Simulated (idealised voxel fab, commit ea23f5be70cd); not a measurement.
process module | voxel capacitor over wiring
cross-section cut | 240 nm wide | cells 5 nm
A cross-section is a grid of square cells, given in bands from the top down. A band is one or more rows of cells.
Each band's line starts with the height of the band's top and of its bottom, in nm. Then come its materials from left to right, each with its width in nm. One material with "throughout" fills the band from edge to edge. "air" is empty space.
Height 0 is the level under which the wafer as received is all one material. The lowest band goes on downwards, as in "0 down".
A width such as "30 to 40" changes by the same amount from each row of cells to the next, from the band's top row to its bottom row.
"no change" after a step means that no cell of the cross-section changed.
closed voids: empty space of 8 cells or more with no open way to the top, each as width x height at its distance from the left edge, in nm
after a step's settings: what the simulator itself notes on the step
overlay nm, on a step with a mask: how far to the right of its planned place the mask lay; to the left if negative
plan
1 op RECEIVE | material Si
2 op CONFORMAL_DEP | material SiO2 | thk nm 15
3 op DIRECTIONAL_DEP | material TiN | thk nm 5
4 op DIRECTIONAL_DEP | material W | thk nm 25
5 op MASKED_ETCH | tone cover | mask id METAL_1 | width nm 20 | pitch nm 80 | etch materials W | depth nm 25 | overlay nm 0
6 op MASKED_ETCH | tone cover | mask id METAL_1 | width nm 20 | pitch nm 80 | etch materials TiN | depth nm 5 | overlay nm 0
7 op CONFORMAL_DEP | material SiN | thk nm 5
8 op FILL_DEP | material lowk | thk nm 10
9 op CMP | height nm 45
10 op CONFORMAL_DEP | material SiCN | thk nm 5
11 op DIRECTIONAL_DEP | material SiO2 | thk nm 10
12 op MASKED_ETCH | tone open | mask id PLUG_1 | width nm 15 | etch materials SiO2 | depth nm 10 | overlay nm 0
13 op MASKED_ETCH | tone open | mask id PLUG_1 | width nm 15 | etch materials SiCN | depth nm 5 | overlay nm 0
14 op EPI | material Ru | thk nm 10
15 op EPI | material Ru | thk nm 5
16 op DIRECTIONAL_DEP | material TiN | thk nm 5
17 op DIRECTIONAL_DEP | material Al2O3 | thk nm 5
18 op DIRECTIONAL_DEP | material TiN | thk nm 10
19 op PATTERN | tone cover | mask id UPPER_PLATE | material resist | width nm 65 | thk nm 20 | overlay nm 0
20 op DIRECTIONAL_ETCH | etch materials TiN | depth nm 10
21 op DIRECTIONAL_ETCH | etch materials Al2O3 | depth nm 5
22 op STRIP | etch materials resist
23 op PATTERN | tone cover | mask id LOWER_PLATE | material resist | width nm 75 | thk nm 15 | overlay nm 0
24 op DIRECTIONAL_ETCH | etch materials TiN | depth nm 5
25 op STRIP | etch materials resist
26 op FILL_DEP | material SiO2 | thk nm 15
27 op CMP | height nm 90
28 op PATTERN | tone open | mask id PLUG_2 | material resist | width nm 15 | thk nm 20 | overlay nm 0
29 op DIRECTIONAL_ETCH | etch materials SiO2 | depth nm 10
30 op STRIP | etch materials resist
31 op CONFORMAL_DEP | material TiN | thk nm 5
32 op FILL_DEP | material Cu | thk nm 10
33 op CMP | height nm 90
34 op CONFORMAL_DEP | material SiN | thk nm 5
as received, after step 1
  0 down: Si throughout
  closed voids: none
a wafer at the end: this start, this plan, one mistake
  95 to 90: SiN throughout
  90 to 80: SiO2 85 | TiN 15 to 55 | SiO2 140 to 100
  80 to 75: SiO2 90 | TiN 50 | SiO2 100
  75 to 70: SiO2 75 | TiN 15 | Al2O3 50 | SiO2 100
  70 to 65: SiO2 70 | TiN 75 | SiO2 95
  65 to 60: SiO2 75 | Al2O3 15 | SiO2 150
  60 to 55: SiO2 75 | TiN 15 | SiO2 150
  55 to 50: SiO2 throughout
  50 to 45: SiCN throughout
  45 to 20: lowk 65 | SiN 5 | W 20 | SiN 5 | lowk 50 | SiN 5 | W 20 | SiN 5 | lowk 65
  20 to 15: SiN 70 | TiN 20 | SiN 60 | TiN 20 | SiN 70
  15 to 0: SiO2 throughout
  0 down: Si throughout
  closed voids: none
what went wrong: step 11 ran as: op DIRECTIONAL_DEP | material SiO2 | thk nm 15
